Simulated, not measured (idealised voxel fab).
Process module name: voxel gate over fins
Each square cell in cross-section cut measures 5 nm, and the section as a whole is 280 nm wide.
Reading order for cross-sections: top band down to bottom band. Underlying form: a grid of square cells. Band size: one or more rows of cells. Within each band entry, the heights of the top and of the bottom of the band appear first, in that order and in nm; the materials of the band then follow from left to right, each with its corresponding width in nm. The designation "everywhere" on a single material indicates that it fills the band from edge to edge; the designation "blank" indicates empty space. It should be noted that heights are counted from 0, beneath which the wafer as supplied is of one material throughout, and that the lowest band possesses no lower boundary but continues downward, as written in "0 and below". A width given as "30..40" starts at the first number in the band's top row and ends at the second number in its bottom row, shifting by an equal amount at every step from row to row. "left unchanged", as given for a step, is the statement that not any cell of the cross-section underwent a change during that step. "Sealed internal cavities" - sealed voids, min. 8 cells, no opening to top; format: width x height at distance (distance from left edge; nm throughout). On each step's line, the part that comes after the settings is the simulator's own comment on the step. Regarding "overlay nm": on a step with a mask, it is the distance the mask lay to the right of its planned place; a negative value places it to the left.

**The process steps that were planned are listed below**
- 1: RECEIVE,material Si
- 2: CONFORMAL_DEP,material SiN,thk nm 10
- 3: MASKED_ETCH,tone cover,mask id FINS,width nm 15,pitch nm 55,etch materials SiN,depth nm 10,overlay nm 0
- 4: MASKED_ETCH,tone cover,mask id FINS,width nm 15,pitch nm 55,etch materials Si,depth nm 30,overlay nm 0
- 5: OXIDIZE,depth nm 5
- 6: FILL_DEP,material SiO2,thk nm 5
- 7: CMP,height nm 10
- 8: PATTERN,tone open,mask id RAIL,material resist,width nm 15,thk nm 15,overlay nm 0
- 9: DIRECTIONAL_ETCH,etch materials SiO2,depth nm 35
- 10: STRIP,etch materials resist
- 11: CONFORMAL_DEP,material TiN,thk nm 5
- 12: FILL_DEP,material Ru,thk nm 10
- 13: CMP,height nm 10
- 14: SELECTIVE_ETCH,etch materials W Ru TiN,depth nm 25
- 15: FILL_DEP,material SiO2,thk nm 5
- 16: CMP,height nm 10
- 17: SELECTIVE_ETCH,etch materials SiO2,depth nm 20
- 18: STRIP,etch materials SiN
- 19: CONFORMAL_DEP,material HfO2,thk nm 5
- 20: CONFORMAL_DEP,material TiN,thk nm 5
- 21: FILL_DEP,material W,thk nm 10
- 22: CMP,height nm 15
- 23: CONFORMAL_DEP,material SiN,thk nm 5

**Incoming wafer, cross-sectional view, post step 1**
	0 and below: Si everywhere
	Sealed internal cavities: none

**Cross-section at module end, one run error; start and plan unchanged from above**
	20 down to 15: SiN everywhere
	15 down to 10: W everywhere
	10 down to 5: W 45, TiN 25, W 30, TiN 25, W 30, TiN 25, W 30, TiN 25, W 45
	5 down to 0: W 45, TiN 5, HfO2 15, TiN 5, W 30, TiN 5, HfO2 15, TiN 5, W 30, TiN 5, HfO2 15, TiN 5, W 30, TiN 5, HfO2 15, TiN 5, W 45
	0 down to -5: TiN 50, HfO2 5, Si 5, HfO2 5, TiN 40, HfO2 5, Si 5, HfO2 5, TiN 40, HfO2 5, Si 5, HfO2 5, TiN 40, HfO2 5, Si 5, HfO2 5, TiN 50
	-5 down to -10: HfO2 55, Si 5, HfO2 50, Si 5, HfO2 50, Si 5, HfO2 50, Si 5, HfO2 55
	-10 down to -15: SiO2 55, Si 5, SiO2 50, Si 5, SiO2 50, Si 5, SiO2 50, Si 5, SiO2 55
	-15 down to -20: SiO2 55, Si 5, SiO2 15, TiN 5, Ru 10, TiN 5, SiO2 15, Si 5, SiO2 50, Si 5, SiO2 50, Si 5, SiO2 55
	-20 down to -25: SiO2 55, Si 5, SiO2 15, TiN 20, SiO2 15, Si 5, SiO2 50, Si 5, SiO2 50, Si 5, SiO2 55
	-25 down to -35: SiO2 55, Si 5, SiO2 50, Si 5, SiO2 50, Si 5, SiO2 50, Si 5, SiO2 55
	-35 and below: Si everywhere
	Sealed internal cavities: none
What went wrong in running the wafer? off-plan run, step 8, actual operation and settings PATTERN,tone open,mask id RAIL,material resist,width nm 20,thk nm 15,overlay nm 0
